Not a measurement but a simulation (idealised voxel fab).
The process module that follows is named voxel tone inversion.
For reference, the cross-section in this document is cut, with width 255 nm and square cells of 5 nm.
Each cross-section below is a grid of square cells, stated as bands in top-down order, with one or more rows of cells making up each band. Basically the band line says how high the top is and how high the bottom is, in nm, and then what's in it from left to right, every material with its width in nm. Empty space shows up as "air", and if a single material carries "everywhere" it runs the full band edge to edge. A quick word on heights: they are counted from 0, and under that level the wafer as it came to us is one material throughout. The lowest band is different from the rest in having no bottom; it simply continues downward, written as in "0 and below". Width: "30->40" (first number = top row, second number = bottom row, same change from row to row of cells). For the purposes of this document, the phrase "nothing altered" attached to a step denotes that no cell within the cross-section was modified by that step. What "Completely sealed voids" gives you is every empty space of 8 cells or more that is cut off from the top. Each appears as width x height at distance, with the distance taken from the left edge and width, height and distance all in nm. Post-settings text on a step line: simulator's own remark regarding the step. A step's line can hold "overlay nm"; with a mask on that step, the setting says how far right of the planned place the mask lay, while a negative setting says it lay to the left.
# Intended process steps
1,RECEIVE (material Si)
2,CONFORMAL_DEP (material SiN; thk nm 5)
3,DIRECTIONAL_DEP (material polySi; thk nm 20)
4,PATTERN (tone cover; mask id POSTS; material resist; width nm 20; pitch nm 40; thk nm 30; overlay nm 0)
5,DIRECTIONAL_ETCH (etch materials polySi; depth nm 20)
6,STRIP (etch materials resist)
7,FILL_DEP (material lowk; thk nm 5)
8,CMP (height nm 25)
9,STRIP (etch materials polySi)
10,CONFORMAL_DEP (material TiN; thk nm 5)
11,FILL_DEP (material Cu; thk nm 5)
12,CMP (height nm 25)
13,CONFORMAL_DEP (material SiN; thk nm 5)
# Shown in cross-section is the wafer as received, that is, as it stands after step 1
	0 and below  Si everywhere
	Completely sealed voids: none
# Cross-sectional result after module completion. Note: starting condition and plan are unchanged from above; one processing mistake was made
	30 down to 25  SiN everywhere
	25 down to 10  50 nm Cu, 5 nm TiN, 20 nm lowk, 5 nm TiN, 10 nm Cu, 5 nm TiN, 20 nm lowk, 5 nm TiN, 10 nm Cu, 5 nm TiN, 20 nm lowk, 5 nm TiN, 10 nm Cu, 5 nm TiN, 20 nm lowk, 5 nm TiN, 55 nm Cu
	10 down to 5  55 nm TiN, 20 nm lowk, 20 nm TiN, 20 nm lowk, 20 nm TiN, 20 nm lowk, 20 nm TiN, 20 nm lowk, 60 nm TiN
	5 down to 0  SiN everywhere
	0 and below  Si everywhere
	Completely sealed voids: none
The plan and the run diverged here: heads up, step 4 didn't go per plan, it actually ran as PATTERN (tone open; mask id POSTS; material resist; width nm 20; pitch nm 40; thk nm 30; overlay nm 0)
